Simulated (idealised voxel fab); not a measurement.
process module | voxel ribs on slabs
cross-section cut | 205 nm wide | cells 5 nm
A cross-section is a grid of square cells, given in bands from the top down. A band is one or more rows of cells.
Each band's line starts with the height of the band's top and of its bottom, in nm. Then come its materials from left to right, each with its width in nm. One material with "throughout" fills the band from edge to edge. "air" is empty space.
Height 0 is the level under which the wafer as received is all one material. The lowest band goes on downwards, as in "0 down".
A width such as "30 to 40" changes by the same amount from each row of cells to the next, from the band's top row to its bottom row.
"no change" after a step means that no cell of the cross-section changed.
closed voids: empty space of 8 cells or more with no open way to the top, each as width x height at its distance from the left edge, in nm
after a step's settings: what the simulator itself notes on the step
overlay nm, on a step with a mask: how far to the right of its planned place the mask lay; to the left if negative
plan
1 op RECEIVE | material Si
2 op DIRECTIONAL_DEP | material SiO2 | thk nm 25
3 op DIRECTIONAL_DEP | material SiN | thk nm 15
4 op DIRECTIONAL_DEP | material aC | thk nm 10
5 op PATTERN | tone cover | mask id RIB | material resist | width nm 20 | thk nm 25 | overlay nm 0
6 op DIRECTIONAL_ETCH | etch materials aC | depth nm 10
7 op STRIP | etch materials resist
8 op DIRECTIONAL_ETCH | etch materials SiN | depth nm 5
9 op STRIP | etch materials aC
10 op MASKED_ETCH | tone cover | mask id SLAB | width nm 60 | etch materials SiN | depth nm 10 | overlay nm 0
11 op FILL_DEP | material SiO2 | thk nm 15
12 op CMP | height nm 50
13 op DIRECTIONAL_DEP | material W | thk nm 10
14 op PATTERN | tone cover | mask id HEATER | material resist | width nm 30 | thk nm 15 | overlay nm 0
15 op DIRECTIONAL_ETCH | etch materials W | depth nm 10
16 op STRIP | etch materials resist
17 op CONFORMAL_DEP | material SiN | thk nm 5
first wafer, as planned
as received, after step 1
  0 down: Si throughout
  closed voids: none
after step 2
  25 to 0: SiO2 throughout
  below 0: unchanged
after step 3
  40 to 25: SiN throughout
  below 25: unchanged
after step 4
  50 to 40: aC throughout
  below 40: unchanged
after step 5
  75 to 50: air 90 | resist 20 | air 95
  below 50: unchanged
after step 6
  65 to 50: air 90 | resist 20 | air 95
  50 to 40: air 90 | aC 20 | air 95
  below 40: unchanged
after step 7
  50 to 40: air 90 | aC 20 | air 95
  below 40: unchanged
after step 8
  50 to 40: air 90 | aC 20 | air 95
  40 to 35: air 90 | SiN 20 | air 95
  below 35: unchanged
after step 9
  40 to 35: air 90 | SiN 20 | air 95
  below 35: unchanged
after step 10
  40 to 35: air 90 | SiN 20 | air 95
  35 to 25: air 70 | SiN 60 | air 75
  below 25: unchanged
after step 11
  55 to 40: SiO2 throughout
  40 to 35: SiO2 90 | SiN 20 | SiO2 95
  35 to 25: SiO2 70 | SiN 60 | SiO2 75
  below 25: unchanged
after step 12
  50 to 40: SiO2 throughout
  below 40: unchanged
after step 13
  60 to 50: W throughout
  below 50: unchanged
after step 14
  75 to 60: air 85 | resist 30 | air 90
  below 60: unchanged
after step 15
  75 to 60: air 85 | resist 30 | air 90
  60 to 50: air 85 | W 30 | air 90
  below 50: unchanged
after step 16
  60 to 50: air 85 | W 30 | air 90
  below 50: unchanged
after step 17
  65 to 60: air 80 | SiN 40 | air 85
  60 to 55: air 80 | SiN 5 | W 30 | SiN 5 | air 85
  55 to 50: SiN 85 | W 30 | SiN 90
  below 50: unchanged
second wafer: like start, like plan, one mistake. Through step 16 it matches the first wafer
when step 17 should have ended: no change
what went wrong: step 17 was left out
at the end the second wafer has, in cells: 45 fewer of SiN
